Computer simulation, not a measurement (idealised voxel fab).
The process module that follows is named voxel wiring stack.
FYI the section here is cut, 245 nm wide, cells are 5 nm squares.
Cross-section, as written here: a square-cell grid given band by band from the top down, where a band holds one or more rows of cells. For a band, the entry starts with two heights in nm, that of the top and then that of the bottom, and carries on with the band's materials in order from left to right, each alongside its width in nm; the word "throughout" beside a single material means it fills the band edge to edge, and "empty" means empty space. Measure heights from 0. That's the level where, below it, the as-received wafer is all one material. The lowest band is bottomless and extends downward; write it as in "top 0, no bottom". The two numbers in a width such as "30 to 40" mark its ends across the band: the first belongs to the top row of cells, the second to the bottom row, and from each row to the next the width moves by the same amount. Where a step carries "stayed the same", the cross-section came out of it unchanged, cell for cell. "Enclosed void entries" means: voids of 8 cells or more that are shut off from the top with no open way through. Written width x height at distance, distance from the left edge, in nm. Read whatever lies past the settings on a step's line as the simulator's own remark about the step. overlay nm: how far to the right of its planned place the mask lay on this masked step (negative: to the left).
[The steps planned for the process are as follows]
1. RECEIVE, material Si
2. CONFORMAL_DEP, material SiO2, thk nm 10
3. DIRECTIONAL_DEP, material TiN, thk nm 5
4. DIRECTIONAL_DEP, material Ru, thk nm 20
5. PATTERN, tone cover, mask id METAL_1, material resist, width nm 20, pitch nm 35, thk nm 15, overlay nm 0
6. DIRECTIONAL_ETCH, etch materials Ru, depth nm 20
7. DIRECTIONAL_ETCH, etch materials TiN, depth nm 5
8. STRIP, etch materials resist
9. CONFORMAL_DEP, material SiN, thk nm 5
10. FILL_DEP, material SiO2, thk nm 5
11. CMP, height nm 35
12. CONFORMAL_DEP, material SiCN, thk nm 5
13. DIRECTIONAL_DEP, material SiO2, thk nm 20
14. DIRECTIONAL_DEP, material aC, thk nm 15
15. PATTERN, tone open, mask id PLUG_1, material resist, width nm 15, pitch nm 70, thk nm 30, overlay nm 0
16. DIRECTIONAL_ETCH, etch materials aC, depth nm 15
17. STRIP, etch materials resist
18. DIRECTIONAL_ETCH, etch materials SiO2, depth nm 20
19. DIRECTIONAL_ETCH, etch materials SiCN, depth nm 5
20. STRIP, etch materials aC
21. EPI, material Ru, thk nm 10
22. EPI, material Ru, thk nm 10
23. EPI, material Ru, thk nm 5
24. DIRECTIONAL_DEP, material TiN, thk nm 5
25. DIRECTIONAL_DEP, material Ru, thk nm 20
26. MASKED_ETCH, tone cover, mask id METAL_2, width nm 20, pitch nm 35, etch materials Ru, depth nm 20, overlay nm 0
27. MASKED_ETCH, tone cover, mask id METAL_2, width nm 20, pitch nm 35, etch materials TiN, depth nm 5, overlay nm 0
28. FILL_DEP, material SiO2, thk nm 10
29. CMP, height nm 85
30. CONFORMAL_DEP, material SiCN, thk nm 5
31. DIRECTIONAL_DEP, material SiO2, thk nm 15
32. MASKED_ETCH, tone open, mask id PLUG_2, width nm 15, pitch nm 35, etch materials SiO2, depth nm 15, overlay nm 0
33. MASKED_ETCH, tone open, mask id PLUG_2, width nm 15, pitch nm 35, etch materials SiCN, depth nm 5, overlay nm 0
34. CONFORMAL_DEP, material TiN, thk nm 5
35. FILL_DEP, material W, thk nm 5
36. CMP, height nm 105
37. DIRECTIONAL_DEP, material TiN, thk nm 5
38. DIRECTIONAL_DEP, material W, thk nm 25
39. PATTERN, tone cover, mask id METAL_3, material resist, width nm 20, pitch nm 35, thk nm 20, overlay nm 0
40. DIRECTIONAL_ETCH, etch materials W, depth nm 25
41. DIRECTIONAL_ETCH, etch materials TiN, depth nm 5
42. STRIP, etch materials resist
43. FILL_DEP, material SiO2, thk nm 5
44. CMP, height nm 135
45. CONFORMAL_DEP, material SiN, thk nm 5
[Cross-section of the wafer at receipt, which is the condition after step 1]
* top 0, no bottom: Si throughout
* Enclosed void entries: none
[Module complete, cross-section. Starting point and plan per above. One mistake made in running the module]
* top 140, bottom 135: SiN throughout
* top 135, bottom 110: 60 of SiO2, 20 of W, 15 of SiO2, 20 of W, 15 of SiO2, 20 of W, 15 of SiO2, 20 of W, 60 of SiO2
* top 110, bottom 105: 60 of SiO2, 20 of TiN, 15 of SiO2, 20 of TiN, 15 of SiO2, 20 of TiN, 15 of SiO2, 20 of TiN, 60 of SiO2
* top 105, bottom 90: 60 of SiO2, 5 of TiN, 5 of W, 5 of TiN, 20 of SiO2, 5 of TiN, 5 of W, 5 of TiN, 20 of SiO2, 5 of TiN, 5 of W, 5 of TiN, 20 of SiO2, 5 of TiN, 5 of W, 5 of TiN, 65 of SiO2
* top 90, bottom 85: 60 of SiCN, 15 of TiN, 20 of SiCN, 15 of TiN, 20 of SiCN, 15 of TiN, 20 of SiCN, 15 of TiN, 65 of SiCN
* top 85, bottom 65: 60 of SiO2, 20 of Ru, 15 of SiO2, 20 of Ru, 15 of SiO2, 20 of Ru, 15 of SiO2, 20 of Ru, 60 of SiO2
* top 65, bottom 60: 60 of SiO2, 20 of TiN, 15 of SiO2, 20 of TiN, 15 of SiO2, 20 of TiN, 15 of SiO2, 20 of TiN, 60 of SiO2
* top 60, bottom 40: 55 of SiO2, 25 of Ru, 45 of SiO2, 25 of Ru, 95 of SiO2
* top 40, bottom 35: 55 of SiCN, 25 of Ru, 45 of SiCN, 25 of Ru, 95 of SiCN
* top 35, bottom 15: 55 of SiO2, 5 of SiN, 20 of Ru, 5 of SiN, 5 of SiO2, 5 of SiN, 20 of Ru, 5 of SiN, 5 of SiO2, 5 of SiN, 20 of Ru, 5 of SiN, 5 of SiO2, 5 of SiN, 20 of Ru, 5 of SiN, 55 of SiO2
* top 15, bottom 10: 60 of SiN, 20 of TiN, 15 of SiN, 20 of TiN, 15 of SiN, 20 of TiN, 15 of SiN, 20 of TiN, 60 of SiN
* top 10, bottom 0: SiO2 throughout
* top 0, no bottom: Si throughout
* Enclosed void entries: none
Deviation from plan: step 15 deviated from plan and actually ran as PATTERN, tone open, mask id PLUG_1, material resist, width nm 25, pitch nm 70, thk nm 30, overlay nm 0
